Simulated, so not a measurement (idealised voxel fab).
The name of this process module is voxel quadruple lines.
Cross-sectional view cut (width: 215 nm; square cell size: 5 nm).
Cross-section format: a grid of square cells, given as bands from top to bottom; each band is one or more rows of cells.
Each band's line starts with the height of the band's top and of its bottom, in nm. Then come its materials from left to right, each with its width in nm. One material with "throughout" fills the band from edge to edge. "air" is empty space.
Note: height 0 marks the level under which the wafer is uniformly one material as received. Lowest band unbounded below, written "0 nm and below".
Graded width ("30 to 40"): value in top row of band = first number; value in bottom row = second number; row-to-row change constant.
A step reported as "remained unchanged" is a step in which no cell of the cross-section changed.
For the entry "Sealed void inventory", the listed items are empty spaces with no open way to the top whose size is 8 cells or more; each item follows the pattern width x height at distance, where distance is from the left edge and all three are in nm.
Step line, after settings: the simulator's comment on this step.
overlay nm: how far to the right of its planned place the mask lay on this masked step (negative: to the left).

Process steps - plan
1,RECEIVE | material Si
2,CONFORMAL_DEP | material Al2O3 | thk nm 5
3,DIRECTIONAL_DEP | material TiN | thk nm 10
4,DIRECTIONAL_DEP | material polySi | thk nm 15
5,DIRECTIONAL_DEP | material aC | thk nm 20
6,PATTERN | tone cover | mask id MANDREL | material resist | width nm 35 | pitch nm 100 | thk nm 25 | overlay nm 0
7,DIRECTIONAL_ETCH | etch materials aC | depth nm 20
8,STRIP | etch materials resist
9,CONFORMAL_DEP | material SiO2 | thk nm 15
10,DIRECTIONAL_ETCH | etch materials SiO2 | depth nm 15
11,STRIP | etch materials aC
12,DIRECTIONAL_ETCH | etch materials polySi | depth nm 15
13,STRIP | etch materials SiO2
14,CONFORMAL_DEP | material SiCN | thk nm 10
15,DIRECTIONAL_ETCH | etch materials SiCN | depth nm 10
16,STRIP | etch materials polySi
17,DIRECTIONAL_ETCH | etch materials TiN | depth nm 10
18,STRIP | etch materials SiCN
19,FILL_DEP | material lowk | thk nm 10
20,CMP | height nm 15

Below: the first of two wafers, run as planned

Delivered wafer in cross-section: state after step 1
    0 nm and below  Si throughout
    Sealed void inventory: none

Once step 2 is through, the wafer looks like this in cross-section
    5 nm to 0 nm  Al2O3 throughout
    Rest of section, below 0: as before.

Once step 3 is through, the wafer looks like this in cross-section
    15 nm to 5 nm  TiN throughout
    Rest of section, below 5: as before.

Once step 4 is through, the wafer looks like this in cross-section
    30 nm to 15 nm  polySi throughout
    Rest of section, below 15: as before.

Once step 5 is through, the wafer looks like this in cross-section
    50 nm to 30 nm  aC throughout
    Rest of section, below 30: as before.

Once step 6 is through, the wafer looks like this in cross-section
    75 nm to 50 nm  air 40 / resist 35 / air 65 / resist 35 / air 40
    Rest of section, below 50: as before.

Once step 7 is through, the wafer looks like this in cross-section
    55 nm to 50 nm  air 40 / resist 35 / air 65 / resist 35 / air 40
    50 nm to 30 nm  air 40 / aC 35 / air 65 / aC 35 / air 40
    Rest of section, below 30: as before.

Once step 8 is through, the wafer looks like this in cross-section
    50 nm to 30 nm  air 40 / aC 35 / air 65 / aC 35 / air 40
    Rest of section, below 30: as before.

Once step 9 is through, the wafer looks like this in cross-section
    65 nm to 50 nm  air 25 / SiO2 65 / air 35 / SiO2 65 / air 25
    50 nm to 45 nm  air 25 / SiO2 15 / aC 35 / SiO2 15 / air 35 / SiO2 15 / aC 35 / SiO2 15 / air 25
    45 nm to 30 nm  SiO2 40 / aC 35 / SiO2 65 / aC 35 / SiO2 40
    Rest of section, below 30: as before.

Once step 10 is through, the wafer looks like this in cross-section
    50 nm to 30 nm  air 25 / SiO2 15 / aC 35 / SiO2 15 / air 35 / SiO2 15 / aC 35 / SiO2 15 / air 25
    Rest of section, below 30: as before.

Once step 11 is through, the wafer looks like this in cross-section
    50 nm to 30 nm  air 25 / SiO2 15 / air 35 / SiO2 15 / air 35 / SiO2 15 / air 35 / SiO2 15 / air 25
    Rest of section, below 30: as before.

Once step 12 is through, the wafer looks like this in cross-section
    50 nm to 30 nm  air 25 / SiO2 15 / air 35 / SiO2 15 / air 35 / SiO2 15 / air 35 / SiO2 15 / air 25
    30 nm to 15 nm  air 25 / polySi 15 / air 35 / polySi 15 / air 35 / polySi 15 / air 35 / polySi 15 / air 25
    Rest of section, below 15: as before.

Once step 13 is through, the wafer looks like this in cross-section
    30 nm to 15 nm  air 25 / polySi 15 / air 35 / polySi 15 / air 35 / polySi 15 / air 35 / polySi 15 / air 25
    Rest of section, below 15: as before.

Once step 14 is through, the wafer looks like this in cross-section
    40 nm to 30 nm  air 15 / SiCN 35 / air 15 / SiCN 35 / air 15 / SiCN 35 / air 15 / SiCN 35 / air 15
    30 nm to 25 nm  air 15 / SiCN 10 / polySi 15 / SiCN 10 / air 15 / SiCN 10 / polySi 15 / SiCN 10 / air 15 / SiCN 10 / polySi 15 / SiCN 10 / air 15 / SiCN 10 / polySi 15 / SiCN 10 / air 15
    25 nm to 15 nm  SiCN 25 / polySi 15 / SiCN 35 / polySi 15 / SiCN 35 / polySi 15 / SiCN 35 / polySi 15 / SiCN 25
    Rest of section, below 15: as before.

Once step 15 is through, the wafer looks like this in cross-section
    30 nm to 15 nm  air 15 / SiCN 10 / polySi 15 / SiCN 10 / air 15 / SiCN 10 / polySi 15 / SiCN 10 / air 15 / SiCN 10 / polySi 15 / SiCN 10 / air 15 / SiCN 10 / polySi 15 / SiCN 10 / air 15
    Rest of section, below 15: as before.

Once step 16 is through, the wafer looks like this in cross-section
    30 nm to 15 nm  air 15 / SiCN 10 / air 15 / SiCN 10 / air 15 / SiCN 10 / air 15 / SiCN 10 / air 15 / SiCN 10 / air 15 / SiCN 10 / air 15 / SiCN 10 / air 15 / SiCN 10 / air 15
    Rest of section, below 15: as before.

Once step 17 is through, the wafer looks like this in cross-section
    30 nm to 15 nm  air 15 / SiCN 10 / air 15 / SiCN 10 / air 15 / SiCN 10 / air 15 / SiCN 10 / air 15 / SiCN 10 / air 15 / SiCN 10 / air 15 / SiCN 10 / air 15 / SiCN 10 / air 15
    15 nm to 5 nm  air 15 / TiN 10 / air 15 / TiN 10 / air 15 / TiN 10 / air 15 / TiN 10 / air 15 / TiN 10 / air 15 / TiN 10 / air 15 / TiN 10 / air 15 / TiN 10 / air 15
    Rest of section, below 5: as before.

Once step 18 is through, the wafer looks like this in cross-section
    15 nm to 5 nm  air 15 / TiN 10 / air 15 / TiN 10 / air 15 / TiN 10 / air 15 / TiN 10 / air 15 / TiN 10 / air 15 / TiN 10 / air 15 / TiN 10 / air 15 / TiN 10 / air 15
    Rest of section, below 5: as before.

Once step 19 is through, the wafer looks like this in cross-section
    25 nm to 15 nm  lowk throughout
    15 nm to 5 nm  lowk 15 / TiN 10 / lowk 15 / TiN 10 / lowk 15 / TiN 10 / lowk 15 / TiN 10 / lowk 15 / TiN 10 / lowk 15 / TiN 10 / lowk 15 / TiN 10 / lowk 15 / TiN 10 / lowk 15
    Rest of section, below 5: as before.

Once step 20 is through, the wafer looks like this in cross-section
    15 nm to 5 nm  lowk 15 / TiN 10 / lowk 15 / TiN 10 / lowk 15 / TiN 10 / lowk 15 / TiN 10 / lowk 15 / TiN 10 / lowk 15 / TiN 10 / lowk 15 / TiN 10 / lowk 15 / TiN 10 / lowk 15
    Rest of section, below 5: as before.

Second wafer. Start and plan as for the first. One mistake made in running. Agrees with the first up to and including step 1

Look at the second wafer in cross-section at the time step 2 ought to have finished: remained unchanged

Look at the second wafer in cross-section at the time step 3 ought to have finished
    10 nm to 0 nm  TiN throughout
    Rest of section, below 0: as before.

Look at the second wafer in cross-section at the time step 4 ought to have finished
    25 nm to 10 nm  polySi throughout
    Rest of section, below 10: as before.

Look at the second wafer in cross-section at the time step 5 ought to have finished
    45 nm to 25 nm  aC throughout
    Rest of section, below 25: as before.

Look at the second wafer in cross-section at the time step 6 ought to have finished
    70 nm to 45 nm  air 40 / resist 35 / air 65 / resist 35 / air 40
    Rest of section, below 45: as before.

Look at the second wafer in cross-section at the time step 7 ought to have finished
    50 nm to 45 nm  air 40 / resist 35 / air 65 / resist 35 / air 40
    45 nm to 25 nm  air 40 / aC 35 / air 65 / aC 35 / air 40
    Rest of section, below 25: as before.

Look at the second wafer in cross-section at the time step 8 ought to have finished
    45 nm to 25 nm  air 40 / aC 35 / air 65 / aC 35 / air 40
    Rest of section, below 25: as before.

Look at the second wafer in cross-section at the time step 9 ought to have finished
    60 nm to 45 nm  air 25 / SiO2 65 / air 35 / SiO2 65 / air 25
    45 nm to 40 nm  air 25 / SiO2 15 / aC 35 / SiO2 15 / air 35 / SiO2 15 / aC 35 / SiO2 15 / air 25
    40 nm to 25 nm  SiO2 40 / aC 35 / SiO2 65 / aC 35 / SiO2 40
    Rest of section, below 25: as before.

Look at the second wafer in cross-section at the time step 10 ought to have finished
    45 nm to 25 nm  air 25 / SiO2 15 / aC 35 / SiO2 15 / air 35 / SiO2 15 / aC 35 / SiO2 15 / air 25
    Rest of section, below 25: as before.

Look at the second wafer in cross-section at the time step 11 ought to have finished
    45 nm to 25 nm  air 25 / SiO2 15 / air 35 / SiO2 15 / air 35 / SiO2 15 / air 35 / SiO2 15 / air 25
    Rest of section, below 25: as before.

Look at the second wafer in cross-section at the time step 12 ought to have finished
    45 nm to 25 nm  air 25 / SiO2 15 / air 35 / SiO2 15 / air 35 / SiO2 15 / air 35 / SiO2 15 / air 25
    25 nm to 10 nm  air 25 / polySi 15 / air 35 / polySi 15 / air 35 / polySi 15 / air 35 / polySi 15 / air 25
    Rest of section, below 10: as before.

Look at the second wafer in cross-section at the time step 13 ought to have finished
    25 nm to 10 nm  air 25 / polySi 15 / air 35 / polySi 15 / air 35 / polySi 15 / air 35 / polySi 15 / air 25
    Rest of section, below 10: as before.

Look at the second wafer in cross-section at the time step 14 ought to have finished
    35 nm to 25 nm  air 15 / SiCN 35 / air 15 / SiCN 35 / air 15 / SiCN 35 / air 15 / SiCN 35 / air 15
    25 nm to 20 nm  air 15 / SiCN 10 / polySi 15 / SiCN 10 / air 15 / SiCN 10 / polySi 15 / SiCN 10 / air 15 / SiCN 10 / polySi 15 / SiCN 10 / air 15 / SiCN 10 / polySi 15 / SiCN 10 / air 15
    20 nm to 10 nm  SiCN 25 / polySi 15 / SiCN 35 / polySi 15 / SiCN 35 / polySi 15 / SiCN 35 / polySi 15 / SiCN 25
    Rest of section, below 10: as before.

Look at the second wafer in cross-section at the time step 15 ought to have finished
    25 nm to 10 nm  air 15 / SiCN 10 / polySi 15 / SiCN 10 / air 15 / SiCN 10 / polySi 15 / SiCN 10 / air 15 / SiCN 10 / polySi 15 / SiCN 10 / air 15 / SiCN 10 / polySi 15 / SiCN 10 / air 15
    Rest of section, below 10: as before.

Look at the second wafer in cross-section at the time step 16 ought to have finished
    25 nm to 10 nm  air 15 / SiCN 10 / air 15 / SiCN 10 / air 15 / SiCN 10 / air 15 / SiCN 10 / air 15 / SiCN 10 / air 15 / SiCN 10 / air 15 / SiCN 10 / air 15 / SiCN 10 / air 15
    Rest of section, below 10: as before.

Look at the second wafer in cross-section at the time step 17 ought to have finished
    25 nm to 10 nm  air 15 / SiCN 10 / air 15 / SiCN 10 / air 15 / SiCN 10 / air 15 / SiCN 10 / air 15 / SiCN 10 / air 15 / SiCN 10 / air 15 / SiCN 10 / air 15 / SiCN 10 / air 15
    10 nm to 0 nm  air 15 / TiN 10 / air 15 / TiN 10 / air 15 / TiN 10 / air 15 / TiN 10 / air 15 / TiN 10 / air 15 / TiN 10 / air 15 / TiN 10 / air 15 / TiN 10 / air 15
    Rest of section, below 0: as before.

Look at the second wafer in cross-section at the time step 18 ought to have finished
    10 nm to 0 nm  air 15 / TiN 10 / air 15 / TiN 10 / air 15 / TiN 10 / air 15 / TiN 10 / air 15 / TiN 10 / air 15 / TiN 10 / air 15 / TiN 10 / air 15 / TiN 10 / air 15
    Rest of section, below 0: as before.

Look at the second wafer in cross-section at the time step 19 ought to have finished
    20 nm to 10 nm  lowk throughout
    10 nm to 0 nm  lowk 15 / TiN 10 / lowk 15 / TiN 10 / lowk 15 / TiN 10 / lowk 15 / TiN 10 / lowk 15 / TiN 10 / lowk 15 / TiN 10 / lowk 15 / TiN 10 / lowk 15 / TiN 10 / lowk 15
    Rest of section, below 0: as before.

Look at the second wafer in cross-section at the time step 20 ought to have finished
    15 nm to 10 nm  lowk throughout
    Rest of section, below 10: as before.
It is concluded that the wafer was processed incorrectly with respect to the plan, in that step 2 in the plan did not get run; it was skipped
At the finish, the second wafer shows more or fewer cells for some materials than the first does: Al2O3 -43; lowk +43
